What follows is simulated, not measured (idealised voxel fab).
The document below concerns the process module designated voxel capacitor over wiring.
Square cell edge 5 nm, section width 150 nm, ID cut.
Square cells in a grid make up a cross-section in this document, and the grid is given as bands, listed from the top down, each one or more rows of cells.
Band entry format. Leading values: height of top, height of bottom, nm. Remainder: materials in left-to-right order, each with its width in nm. Special words: "everywhere" on a single material, which then fills the band edge to edge; "blank", empty space.
Below 0: as-received wafer, all one material; heights counted from there. Lowest band: no bottom, goes on down, written "top 0, no bottom".
The two numbers in a width such as "30->40" mark its ends across the band: the first belongs to the top row of cells, the second to the bottom row, and from each row to the next the width moves by the same amount.
"left unchanged" (step): cross-section cells unchanged, all of them.
"Sealed internal voids": sealed empty spaces, 8 cells or more, no open way to top, listed width x height at distance, with distance from the left edge and width, height and distance in nm.
On a step's line, text after the settings is the simulator commenting on that step.
"overlay nm" answers the question of how far to the right of plan the mask lay on a step that has a mask, and when it is negative the answer is to the left.
[Here's what the planned process steps look like]
1) RECEIVE,material Si
2) CONFORMAL_DEP,material SiO2,thk nm 10
3) DIRECTIONAL_DEP,material TiN,thk nm 5
4) DIRECTIONAL_DEP,material W,thk nm 15
5) MASKED_ETCH,tone cover,mask id METAL_1,width nm 30,pitch nm 90,etch materials W,depth nm 15,overlay nm 0
6) MASKED_ETCH,tone cover,mask id METAL_1,width nm 30,pitch nm 90,etch materials TiN,depth nm 5,overlay nm 0
7) CONFORMAL_DEP,material SiCN,thk nm 5
8) FILL_DEP,material lowk,thk nm 5
9) CMP,height nm 30
10) CONFORMAL_DEP,material SiCN,thk nm 5
11) DIRECTIONAL_DEP,material lowk,thk nm 15
12) MASKED_ETCH,tone open,mask id PLUG_1,width nm 15,etch materials lowk,depth nm 15,overlay nm 0
13) MASKED_ETCH,tone open,mask id PLUG_1,width nm 15,etch materials SiCN,depth nm 5,overlay nm 0
14) EPI,material Ru,thk nm 10
15) EPI,material Ru,thk nm 10
16) DIRECTIONAL_DEP,material TiN,thk nm 10
17) DIRECTIONAL_DEP,material SiN,thk nm 5
18) DIRECTIONAL_DEP,material TiN,thk nm 10
19) DIRECTIONAL_DEP,material aC,thk nm 15
20) PATTERN,tone cover,mask id UPPER_PLATE,material resist,width nm 65,thk nm 35,overlay nm 0
21) DIRECTIONAL_ETCH,etch materials aC,depth nm 15
22) STRIP,etch materials resist
23) DIRECTIONAL_ETCH,etch materials TiN,depth nm 10
24) DIRECTIONAL_ETCH,etch materials SiN,depth nm 5
25) STRIP,etch materials aC
26) DIRECTIONAL_DEP,material aC,thk nm 15
27) PATTERN,tone cover,mask id LOWER_PLATE,material resist,width nm 75,thk nm 35,overlay nm 0
28) DIRECTIONAL_ETCH,etch materials aC,depth nm 15
29) STRIP,etch materials resist
30) DIRECTIONAL_ETCH,etch materials TiN,depth nm 10
31) STRIP,etch materials aC
32) FILL_DEP,material SiO2,thk nm 15
33) CMP,height nm 85
34) PATTERN,tone open,mask id PLUG_2,material resist,width nm 15,thk nm 20,overlay nm 0
35) DIRECTIONAL_ETCH,etch materials SiO2,depth nm 10
36) STRIP,etch materials resist
37) CONFORMAL_DEP,material TiN,thk nm 5
38) FILL_DEP,material Cu,thk nm 10
39) CMP,height nm 85
40) CONFORMAL_DEP,material SiCN,thk nm 5
[The first wafer of two, processed as planned]
[Wafer as received: cross-section following step 1]
	top 0, no bottom: Si everywhere
	Sealed internal voids: none
[After step 2, in cross-section]
	top 10, bottom 0: SiO2 everywhere
	Nothing below the height 0 has changed.
[After step 3, in cross-section]
	top 15, bottom 10: TiN everywhere
	Nothing below the height 10 has changed.
[After step 4, in cross-section]
	top 30, bottom 15: W everywhere
	Nothing below the height 15 has changed.
[After step 5, in cross-section]
	top 30, bottom 15: blank=15; W=30; blank=60; W=30; blank=15
	Nothing below the height 15 has changed.
[After step 6, in cross-section]
	top 30, bottom 15: blank=15; W=30; blank=60; W=30; blank=15
	top 15, bottom 10: blank=15; TiN=30; blank=60; TiN=30; blank=15
	Nothing below the height 10 has changed.
[After step 7, in cross-section]
	top 35, bottom 30: blank=10; SiCN=40; blank=50; SiCN=40; blank=10
	top 30, bottom 15: blank=10; SiCN=5; W=30; SiCN=5; blank=50; SiCN=5; W=30; SiCN=5; blank=10
	top 15, bottom 10: SiCN=15; TiN=30; SiCN=60; TiN=30; SiCN=15
	Nothing below the height 10 has changed.
[After step 8, in cross-section]
	top 40, bottom 35: lowk everywhere
	top 35, bottom 30: lowk=10; SiCN=40; lowk=50; SiCN=40; lowk=10
	top 30, bottom 15: lowk=10; SiCN=5; W=30; SiCN=5; lowk=50; SiCN=5; W=30; SiCN=5; lowk=10
	Nothing below the height 15 has changed.
[After step 9, in cross-section]
	top 30, bottom 15: lowk=10; SiCN=5; W=30; SiCN=5; lowk=50; SiCN=5; W=30; SiCN=5; lowk=10
	Nothing below the height 15 has changed.
[After step 10, in cross-section]
	top 35, bottom 30: SiCN everywhere
	Nothing below the height 30 has changed.
[After step 11, in cross-section]
	top 50, bottom 35: lowk everywhere
	Nothing below the height 35 has changed.
[After step 12, in cross-section]
	top 50, bottom 35: lowk=30; blank=15; lowk=105
	Nothing below the height 35 has changed.
[After step 13, in cross-section]
	top 50, bottom 35: lowk=30; blank=15; lowk=105
	top 35, bottom 30: SiCN=30; blank=15; SiCN=105
	Nothing below the height 30 has changed.
[After step 14, in cross-section]
	top 50, bottom 40: lowk=30; blank=15; lowk=105
	top 40, bottom 35: lowk=30; Ru=15; lowk=105
	top 35, bottom 30: SiCN=30; Ru=15; SiCN=105
	Nothing below the height 30 has changed.
[After step 15, in cross-section]
	top 50, bottom 35: lowk=30; Ru=15; lowk=105
	Nothing below the height 35 has changed.
[After step 16, in cross-section]
	top 60, bottom 50: TiN everywhere
	Nothing below the height 50 has changed.
[After step 17, in cross-section]
	top 65, bottom 60: SiN everywhere
	Nothing below the height 60 has changed.
[After step 18, in cross-section]
	top 75, bottom 65: TiN everywhere
	Nothing below the height 65 has changed.
[After step 19, in cross-section]
	top 90, bottom 75: aC everywhere
	Nothing below the height 75 has changed.
[After step 20, in cross-section]
	top 125, bottom 90: blank=30; resist=65; blank=55
	Nothing below the height 90 has changed.
[After step 21, in cross-section]
	top 110, bottom 90: blank=30; resist=65; blank=55
	top 90, bottom 75: blank=30; aC=65; blank=55
	Nothing below the height 75 has changed.
[After step 22, in cross-section]
	top 90, bottom 75: blank=30; aC=65; blank=55
	Nothing below the height 75 has changed.
[After step 23, in cross-section]
	top 90, bottom 75: blank=30; aC=65; blank=55
	top 75, bottom 65: blank=30; TiN=65; blank=55
	Nothing below the height 65 has changed.
[After step 24, in cross-section]
	top 90, bottom 75: blank=30; aC=65; blank=55
	top 75, bottom 65: blank=30; TiN=65; blank=55
	top 65, bottom 60: blank=30; SiN=65; blank=55
	Nothing below the height 60 has changed.
[After step 25, in cross-section]
	top 75, bottom 65: blank=30; TiN=65; blank=55
	Nothing below the height 65 has changed.
[After step 26, in cross-section]
	top 90, bottom 75: blank=30; aC=65; blank=55
	top 75, bottom 65: aC=30; TiN=65; aC=55
	top 65, bottom 60: aC=30; SiN=65; aC=55
	Nothing below the height 60 has changed.
[After step 27, in cross-section]
	top 125, bottom 90: blank=25; resist=75; blank=50
	top 90, bottom 75: blank=25; resist=5; aC=65; resist=5; blank=50
	Nothing below the height 75 has changed.
[After step 28, in cross-section]
	top 110, bottom 90: blank=25; resist=75; blank=50
	top 90, bottom 75: blank=25; resist=5; aC=65; resist=5; blank=50
	top 75, bottom 65: blank=25; aC=5; TiN=65; aC=5; blank=50
	top 65, bottom 60: blank=25; aC=5; SiN=65; aC=5; blank=50
	Nothing below the height 60 has changed.
[After step 29, in cross-section]
	top 90, bottom 75: blank=30; aC=65; blank=55
	Nothing below the height 75 has changed.
[After step 30, in cross-section]
	top 90, bottom 75: blank=30; aC=65; blank=55
	top 75, bottom 65: blank=25; aC=5; TiN=65; aC=5; blank=50
	top 65, bottom 60: blank=25; aC=5; SiN=65; aC=5; blank=50
	top 60, bottom 50: blank=25; TiN=75; blank=50
	Nothing below the height 50 has changed.
[After step 31, in cross-section]
	top 75, bottom 65: blank=30; TiN=65; blank=55
	top 65, bottom 60: blank=30; SiN=65; blank=55
	Nothing below the height 60 has changed.
[After step 32, in cross-section]
	top 90, bottom 75: SiO2 everywhere
	top 75, bottom 65: SiO2=30; TiN=65; SiO2=55
	top 65, bottom 60: SiO2=30; SiN=65; SiO2=55
	top 60, bottom 50: SiO2=25; TiN=75; SiO2=50
	Nothing below the height 50 has changed.
[After step 33, in cross-section]
	top 85, bottom 75: SiO2 everywhere
	Nothing below the height 75 has changed.
[After step 34, in cross-section]
	top 105, bottom 85: resist=40; blank=15; resist=95
	Nothing below the height 85 has changed.
[After step 35, in cross-section]
	top 105, bottom 85: resist=40; blank=15; resist=95
	top 85, bottom 75: SiO2=40; blank=15; SiO2=95
	Nothing below the height 75 has changed.
[After step 36, in cross-section]
	top 85, bottom 75: SiO2=40; blank=15; SiO2=95
	Nothing below the height 75 has changed.
[After step 37, in cross-section]
	top 90, bottom 85: TiN=45; blank=5; TiN=100
	top 85, bottom 80: SiO2=40; TiN=5; blank=5; TiN=5; SiO2=95
	top 80, bottom 75: SiO2=40; TiN=15; SiO2=95
	Nothing below the height 75 has changed.
[After step 38, in cross-section]
	top 100, bottom 90: Cu everywhere
	top 90, bottom 85: TiN=45; Cu=5; TiN=100
	top 85, bottom 80: SiO2=40; TiN=5; Cu=5; TiN=5; SiO2=95
	Nothing below the height 80 has changed.
[After step 39, in cross-section]
	top 85, bottom 80: SiO2=40; TiN=5; Cu=5; TiN=5; SiO2=95
	Nothing below the height 80 has changed.
[After step 40, in cross-section]
	top 90, bottom 85: SiCN everywhere
	Nothing below the height 85 has changed.
[Wafer two of two - same starting point, same process plan, one mistake in execution; matches wafer one up to and including step 39]
[Cross-sectional view of the second wafer at the intended end time of process step 40]
	top 90, bottom 85: SiO2 everywhere
	Nothing below the height 85 has changed.
Error vs. plan: step 40 went in with a setting other than planned; the actual run was CONFORMAL_DEP,material SiO2,thk nm 5
Wrapping up, a cell-based count of both wafers puts the second over or under the first for these materials: 30 fewer of SiCN, 30 more of SiO2
